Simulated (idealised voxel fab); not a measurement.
Process module heading - voxel self aligned contacts
The figure presents cross-section cut, which has a width of 245 nm and is divided into square cells with an edge length of 5 nm.
Cross-section layout: square cells on a grid; listed as bands, top to bottom; a band spans one or more cell rows.
Basically the band line says how high the top is and how high the bottom is, in nm, and then what's in it from left to right, every material with its width in nm. Empty space shows up as "empty", and if a single material carries "everywhere" it runs the full band edge to edge.
Heights are expressed relative to 0, this being the level below which the as-received wafer comprises one material exclusively. The lowest band is unbounded in the downward direction and is denoted as in "from 0 down".
Read "30->40" as a graded width: first number on top, second number at the bottom, same change between each pair of neighbouring rows.
Given "identical to before" for a step, no cell of the cross-section differs between before and after that step.
Under "Enclosed empty spaces" you'll find the enclosed gaps, the ones with no way out to the top, that are 8 cells or bigger; each reads width x height at distance, with distance counted from the left edge, everything in nm.
Post-settings text on a step line: simulator's own remark regarding the step.
The optional step-line setting "overlay nm" applies to steps with a mask and quantifies how far to the right of its planned location the mask lay, a negative value indicating leftward placement.

Steps in the process plan
1,RECEIVE (material Si)
2,OXIDIZE (depth nm 5)
3,DIRECTIONAL_DEP (material polySi; thk nm 30)
4,DIRECTIONAL_DEP (material SiN; thk nm 20)
5,DIRECTIONAL_DEP (material aC; thk nm 10)
6,PATTERN (tone cover; mask id GATE; material resist; width nm 35; pitch nm 80; thk nm 30; overlay nm 0)
7,DIRECTIONAL_ETCH (etch materials aC; depth nm 10)
8,STRIP (etch materials resist)
9,DIRECTIONAL_ETCH (etch materials SiN; depth nm 20)
10,DIRECTIONAL_ETCH (etch materials polySi; depth nm 30)
11,STRIP (etch materials aC)
12,CONFORMAL_DEP (material SiN; thk nm 10)
13,DIRECTIONAL_ETCH (etch materials SiN; depth nm 10)
14,FILL_DEP (material SiO2; thk nm 10)
15,CMP (height nm 55)
16,MASKED_ETCH (tone open; mask id CONTACT; width nm 55; etch materials SiO2; depth nm 60; overlay nm 0)
17,CONFORMAL_DEP (material TiN; thk nm 5)
18,FILL_DEP (material Ru; thk nm 5)
19,CMP (height nm 55)
20,CONFORMAL_DEP (material SiN; thk nm 5)

Cross-section: wafer on arrival = after step 1
> from 0 down | Si everywhere
> Enclosed empty spaces: none

Cross-section: first of two wafers, module finished, run according to plan
> from 60 to 55 | SiN everywhere
> from 55 to 50 | SiO2: 95  TiN: 20  Ru: 15  TiN: 20  SiO2: 95
> from 50 to 30 | SiO2: 55  SiN: 55  TiN: 5  Ru: 15  TiN: 5  SiN: 55  SiO2: 55
> from 30 to 0 | SiO2: 55  SiN: 10  polySi: 35  SiN: 10  TiN: 5  Ru: 15  TiN: 5  SiN: 10  polySi: 35  SiN: 10  SiO2: 55
> from 0 to -5 | SiO2: 110  TiN: 25  SiO2: 110
> from -5 down | Si everywhere
> Enclosed empty spaces: none

The second wafer, shown in cross-section after the module: started the same way as the first and given the same plan, yet one mistake crept into how it was run
> from 60 to 55 | SiN everywhere
> from 55 to 50 | SiO2: 95  TiN: 15  Ru: 15  TiN: 25  SiO2: 95
> from 50 to 30 | SiO2: 50  SiN: 55  TiN: 5  Ru: 15  TiN: 5  SiN: 55  SiO2: 60
> from 30 to 0 | SiO2: 50  SiN: 10  polySi: 35  SiN: 10  TiN: 5  Ru: 15  TiN: 5  SiN: 10  polySi: 35  SiN: 10  SiO2: 60
> from 0 to -5 | SiO2: 105  TiN: 25  SiO2: 115
> from -5 down | Si everywhere
> Enclosed empty spaces: none
Processing error: step 6, actual vs plan mismatch, actual run PATTERN (tone cover; mask id GATE; material resist; width nm 35; pitch nm 80; thk nm 30; overlay nm -5)
So at the finish, the second wafer's got exactly as many cells of each material as the first, just not in the same spots.
